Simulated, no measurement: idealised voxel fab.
Documented hereafter: the process module known as voxel wiring stack.
Displayed cross-section: cut, width of 165 nm, square cells sized 5 nm.
Notation: cross-section as square-cell grid; stated in bands, top first, going down; one or more cell rows per band. Top height, bottom height, nm. Materials left to right, width each, nm. Single material + "all across" = fills band edge to edge. "empty" = empty. Heights from 0 (as-received wafer is one material below). Bottom band endless downward, as "0 down". A two-number width, for instance "30 to 40", indicates that the width is equal to the first number in the top row of the band and to the second number in the bottom row, and that it changes by a constant amount per row of cells. Key: "left unchanged" - step with no changed cell in the cross-section. Voids not open to the top, 8 cells minimum: see "Enclosed empty spaces". Written width x height at distance; distance is from the left edge; nm. Formally, on a step line, whatever follows the settings is a remark that the simulator itself makes on the step. overlay nm, on a step with a mask: how far to the right of its planned place the mask lay; to the left if negative.
**So here's the lineup of process steps we planned**
1 op RECEIVE | material Si
2 op CONFORMAL_DEP | material SiO2 | thk nm 15
3 op CONFORMAL_DEP | material SiCN | thk nm 5
4 op DIRECTIONAL_DEP | material lowk | thk nm 25
5 op DIRECTIONAL_DEP | material aC | thk nm 10
6 op PATTERN | tone open | mask id METAL_1 | material resist | width nm 25 | pitch nm 40 | thk nm 25 | overlay nm 0
7 op DIRECTIONAL_ETCH | etch materials aC | depth nm 10
8 op STRIP | etch materials resist
9 op DIRECTIONAL_ETCH | etch materials lowk | depth nm 25
10 op DIRECTIONAL_ETCH | etch materials SiCN | depth nm 5
11 op STRIP | etch materials aC
12 op CONFORMAL_DEP | material TiN | thk nm 5
13 op FILL_DEP | material Cu | thk nm 10
14 op CMP | height nm 45
15 op CONFORMAL_DEP | material SiCN | thk nm 5
16 op DIRECTIONAL_DEP | material SiO2 | thk nm 20
17 op PATTERN | tone open | mask id PLUG_1 | material resist | width nm 15 | pitch nm 40 | thk nm 15 | overlay nm 0
18 op DIRECTIONAL_ETCH | etch materials SiO2 | depth nm 20
19 op DIRECTIONAL_ETCH | etch materials SiCN | depth nm 5
20 op STRIP | etch materials resist
21 op EPI | material Ru | thk nm 10
22 op EPI | material Ru | thk nm 10
23 op EPI | material Ru | thk nm 5
24 op CONFORMAL_DEP | material SiCN | thk nm 5
25 op DIRECTIONAL_DEP | material SiO2 | thk nm 20
26 op DIRECTIONAL_DEP | material aC | thk nm 10
27 op PATTERN | tone open | mask id METAL_2 | material resist | width nm 25 | pitch nm 40 | thk nm 25 | overlay nm 0
28 op DIRECTIONAL_ETCH | etch materials aC | depth nm 10
29 op STRIP | etch materials resist
30 op DIRECTIONAL_ETCH | etch materials SiO2 | depth nm 20
31 op DIRECTIONAL_ETCH | etch materials SiCN | depth nm 5
32 op STRIP | etch materials aC
33 op CONFORMAL_DEP | material TiN | thk nm 5
34 op FILL_DEP | material W | thk nm 10
35 op CMP | height nm 95
36 op CONFORMAL_DEP | material SiN | thk nm 5
**Cross-section of the wafer as it came to us, i.e., already through step 1**
	0 down  Si all across
	Enclosed empty spaces: none
**The first of two wafers, cross-sectioned at the end of the module, with the run proceeding as planned**
	100 to 95  SiN all across
	95 to 75  SiO2 (30); TiN (5); W (15); TiN (5); SiO2 (15); TiN (5); W (15); TiN (5); SiO2 (15); TiN (5); W (15); TiN (5); SiO2 (30)
	75 to 70  SiCN (30); TiN (25); SiCN (15); TiN (25); SiCN (15); TiN (25); SiCN (30)
	70 to 50  SiO2 (30); Ru (15); SiO2 (25); Ru (15); SiO2 (25); Ru (15); SiO2 (40)
	50 to 45  SiCN (30); Ru (15); SiCN (25); Ru (15); SiCN (25); Ru (15); SiCN (40)
	45 to 20  lowk (30); TiN (5); Cu (15); TiN (5); lowk (15); TiN (5); Cu (15); TiN (5); lowk (15); TiN (5); Cu (15); TiN (5); lowk (30)
	20 to 15  SiCN (30); TiN (25); SiCN (15); TiN (25); SiCN (15); TiN (25); SiCN (30)
	15 to 0  SiO2 all across
	0 down  Si all across
	Enclosed empty spaces: none
**Second wafer of the two, sectioned at the end of the module. It began like the first and followed the same plan, but one mistake was made while running it**
	100 to 95  SiN all across
	95 to 75  SiO2 (30); TiN (5); W (15); TiN (5); SiO2 (15); TiN (5); W (15); TiN (5); SiO2 (15); TiN (5); W (15); TiN (5); SiO2 (30)
	75 to 70  SiCN (30); TiN (25); SiCN (15); TiN (25); SiCN (15); TiN (25); SiCN (30)
	70 to 50  SiO2 (30); Ru (15); SiO2 (25); Ru (15); SiO2 (25); Ru (15); SiO2 (40)
	50 to 45  SiCN (30); Ru (15); SiCN (25); Ru (15); SiCN (25); Ru (15); SiCN (40)
	45 to 20  lowk (30); W (5); Cu (15); W (5); lowk (15); W (5); Cu (15); W (5); lowk (15); W (5); Cu (15); W (5); lowk (30)
	20 to 15  SiCN (30); W (25); SiCN (15); W (25); SiCN (15); W (25); SiCN (30)
	15 to 0  SiO2 all across
	0 down  Si all across
	Enclosed empty spaces: none
What was done differently from what was planned? it should be noted that step 12 was executed with settings other than those planned, the operation and settings actually applied being op CONFORMAL_DEP | material W | thk nm 5
Final tally in cells, some materials are higher or lower on the second wafer than on the first: -45 TiN, +45 W
